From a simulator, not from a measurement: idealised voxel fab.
Name of the process module below: voxel self aligned vias
240 nm wide, 5 nm square cells: that's cross-section cut.
Notation: cross-section as square-cell grid; stated in bands, top first, going down; one or more cell rows per band.
Look at the band entry: it leads with the top's height and the bottom's height in nm. Then it lists the materials left to right, with a width in nm for each. The word "full width" on a single material says that material fills the band edge to edge. The word "empty" is empty space.
Zero point of the height axis is 0; under it, received wafer = one material. Lowest band: continues down indefinitely, "top 0, no bottom".
Width: "30..40" (first number = top row, second number = bottom row, same change from row to row of cells).
A step reported as "left unchanged" is a step in which no cell of the cross-section changed.
Empty spaces counting at least 8 cells and having no open way to the top are listed in "Unvented internal voids". The notation width x height at distance is used for each, the distance being from the left edge and all three values in nm.
What comes after the settings on a step's line is commentary from the simulator itself on that step.
The line of a step may include "overlay nm". On a step with a mask, this value is how far to the right of its planned place the mask lay. A negative value means the mask lay to the left.

Here's what the planned process steps look like
1) RECEIVE | material Si
2) CONFORMAL_DEP | material SiO2 | thk nm 15
3) CONFORMAL_DEP | material SiCN | thk nm 5
4) DIRECTIONAL_DEP | material lowk | thk nm 25
5) DIRECTIONAL_DEP | material aC | thk nm 15
6) PATTERN | tone open | mask id LINES | material resist | width nm 25 | pitch nm 65 | thk nm 35 | overlay nm 0
7) DIRECTIONAL_ETCH | etch materials aC | depth nm 15
8) STRIP | etch materials resist
9) DIRECTIONAL_ETCH | etch materials lowk | depth nm 25
10) STRIP | etch materials aC
11) CONFORMAL_DEP | material TiN | thk nm 5
12) FILL_DEP | material W | thk nm 5
13) CMP | height nm 45
14) SELECTIVE_ETCH | etch materials W Ru TiN | depth nm 10
15) FILL_DEP | material SiN | thk nm 5
16) CMP | height nm 45
17) DIRECTIONAL_DEP | material lowk | thk nm 15
18) MASKED_ETCH | tone open | mask id VIAS | width nm 35 | pitch nm 130 | etch materials lowk | depth nm 15 | overlay nm 0
19) MASKED_ETCH | tone open | mask id VIAS | width nm 35 | pitch nm 130 | etch materials SiN | depth nm 10 | overlay nm 0
20) CONFORMAL_DEP | material TiN | thk nm 5
21) FILL_DEP | material Cu | thk nm 5
22) CMP | height nm 60
23) CONFORMAL_DEP | material SiCN | thk nm 5

Incoming wafer in cross-section (state: after step 1)
- top 0, no bottom  Si full width
- Unvented internal voids: none

Post-module cross-section of the first of two wafers (run per plan)
- top 65, bottom 60  SiCN full width
- top 60, bottom 50  lowk 35 nm / TiN 5 nm / Cu 25 nm / TiN 5 nm / lowk 95 nm / TiN 5 nm / Cu 25 nm / TiN 5 nm / lowk 40 nm
- top 50, bottom 45  lowk 35 nm / TiN 10 nm / Cu 15 nm / TiN 10 nm / lowk 95 nm / TiN 10 nm / Cu 15 nm / TiN 10 nm / lowk 40 nm
- top 45, bottom 40  lowk 40 nm / TiN 5 nm / Cu 15 nm / TiN 5 nm / lowk 40 nm / SiN 25 nm / lowk 40 nm / TiN 5 nm / Cu 15 nm / TiN 5 nm / lowk 45 nm
- top 40, bottom 35  lowk 40 nm / TiN 25 nm / lowk 40 nm / SiN 25 nm / lowk 40 nm / TiN 25 nm / lowk 45 nm
- top 35, bottom 25  lowk 40 nm / TiN 5 nm / W 15 nm / TiN 5 nm / lowk 40 nm / TiN 5 nm / W 15 nm / TiN 5 nm / lowk 40 nm / TiN 5 nm / W 15 nm / TiN 5 nm / lowk 45 nm
- top 25, bottom 20  lowk 40 nm / TiN 25 nm / lowk 40 nm / TiN 25 nm / lowk 40 nm / TiN 25 nm / lowk 45 nm
- top 20, bottom 15  SiCN full width
- top 15, bottom 0  SiO2 full width
- top 0, no bottom  Si full width
- Unvented internal voids: none

Wafer two, end of module, cross-section. Same start, same plan as wafer one. One mistake in the run
- top 65, bottom 60  SiCN full width
- top 60, bottom 50  lowk 35 nm / TiN 5 nm / Cu 25 nm / TiN 5 nm / lowk 95 nm / TiN 5 nm / Cu 25 nm / TiN 5 nm / lowk 40 nm
- top 50, bottom 45  lowk 35 nm / TiN 10 nm / Cu 15 nm / TiN 10 nm / lowk 95 nm / TiN 10 nm / Cu 15 nm / TiN 10 nm / lowk 40 nm
- top 45, bottom 40  lowk 40 nm / TiN 5 nm / Cu 15 nm / TiN 5 nm / lowk 40 nm / SiN 25 nm / lowk 40 nm / TiN 5 nm / Cu 15 nm / TiN 5 nm / lowk 45 nm
- top 40, bottom 35  lowk 40 nm / TiN 25 nm / lowk 40 nm / SiN 25 nm / lowk 40 nm / TiN 25 nm / lowk 45 nm
- top 35, bottom 30  lowk 40 nm / TiN 25 nm / lowk 40 nm / TiN 25 nm / lowk 40 nm / TiN 25 nm / lowk 45 nm
- top 30, bottom 15  SiCN full width
- top 15, bottom 0  SiO2 full width
- top 0, no bottom  Si full width
- Unvented internal voids: none
It is concluded that the wafer was processed incorrectly with respect to the plan, in that step 3 ran differently from the plan; actual operation with settings: CONFORMAL_DEP | material SiCN | thk nm 15
It is noted that, at the conclusion of processing, the second wafer exhibits a higher or lower cell count for certain materials relative to the first: SiCN +96, TiN -12, W -18, lowk -66
